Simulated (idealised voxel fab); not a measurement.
Process module under the name voxel self aligned vias
The cross-section shown here is cut; it is 160 nm wide and divided into square cells measuring 5 nm on a side.
Cross-section = grid of square cells, listed top down in bands; band = one or more rows.
Heights first: top, then bottom, in nm. Then materials, left to right, each with a width in nm. "throughout" on a single material: fills the band edge to edge. "blank": empty space.
We count height from 0. Below that, the starting wafer is all one material. The lowest band never ends at the bottom but goes on down; see "0 -> down" for how that is written.
A width such as "30 to 40" changes by the same amount from each row of cells to the next, from the band's top row to its bottom row.
Where the words "everything unchanged" appear for a step, the cross-section shows no cell changed by that step; every cell remained as before.
"Fully sealed voids" - sealed voids, min. 8 cells, no opening to top; format: width x height at distance (distance from left edge; nm throughout).
On each step's line, the part that comes after the settings is the simulator's own comment on the step.
A step line may carry the setting "overlay nm", which, for steps involving a mask, states the distance by which the mask lay to the right of its intended position; negative values denote displacement to the left.
**Intended process steps**
1 RECEIVE (material Si)
2 CONFORMAL_DEP (material SiO2; thk nm 10)
3 CONFORMAL_DEP (material SiCN; thk nm 5)
4 DIRECTIONAL_DEP (material SiO2; thk nm 25)
5 PATTERN (tone open; mask id LINES; material resist; width nm 30; pitch nm 70; thk nm 20; overlay nm 0)
6 DIRECTIONAL_ETCH (etch materials SiO2; depth nm 25)
7 STRIP (etch materials resist)
8 CONFORMAL_DEP (material TiN; thk nm 5)
9 FILL_DEP (material W; thk nm 10)
10 CMP (height nm 40)
11 SELECTIVE_ETCH (etch materials W Ru TiN; depth nm 10)
12 FILL_DEP (material SiN; thk nm 5)
13 CMP (height nm 40)
14 DIRECTIONAL_DEP (material SiO2; thk nm 15)
15 DIRECTIONAL_DEP (material aC; thk nm 10)
16 PATTERN (tone open; mask id VIAS; material resist; width nm 40; thk nm 30; overlay nm 0)
17 DIRECTIONAL_ETCH (etch materials aC; depth nm 10)
18 STRIP (etch materials resist)
19 DIRECTIONAL_ETCH (etch materials SiO2; depth nm 15)
20 DIRECTIONAL_ETCH (etch materials SiN; depth nm 10)
21 STRIP (etch materials aC)
22 CONFORMAL_DEP (material TiN; thk nm 5)
23 FILL_DEP (material Cu; thk nm 10)
24 CMP (height nm 55)
25 CONFORMAL_DEP (material SiCN; thk nm 5)
**Here's what the wafer looked like in cross-section when it arrived - that's after step 1**
	0 -> down  Si throughout
	Fully sealed voids: none
**What the wafer looks like in cross-section after this module, when it starts as shown above and follows the plan above but one mistake is made in running it**
	60 -> 55  SiCN throughout
	55 -> 45  SiO2 30 nm  TiN 5 nm  Cu 25 nm  TiN 5 nm  SiO2 95 nm
	45 -> 40  SiO2 30 nm  TiN 5 nm  Cu 20 nm  TiN 10 nm  SiO2 95 nm
	40 -> 35  SiO2 30 nm  TiN 5 nm  Cu 20 nm  TiN 5 nm  SiO2 40 nm  SiN 30 nm  SiO2 30 nm
	35 -> 30  SiO2 30 nm  TiN 30 nm  SiO2 40 nm  SiN 30 nm  SiO2 30 nm
	30 -> 20  SiO2 30 nm  TiN 5 nm  W 20 nm  TiN 5 nm  SiO2 40 nm  TiN 5 nm  W 20 nm  TiN 5 nm  SiO2 30 nm
	20 -> 15  SiO2 30 nm  TiN 30 nm  SiO2 40 nm  TiN 30 nm  SiO2 30 nm
	15 -> 10  SiCN throughout
	10 -> 0  SiO2 throughout
	0 -> down  Si throughout
	Fully sealed voids: none
Deviation noted in wafer processing: for step 16, the planned setting was not used; the step was instead run as PATTERN (tone open; mask id VIAS; material resist; width nm 35; thk nm 30; overlay nm 0)
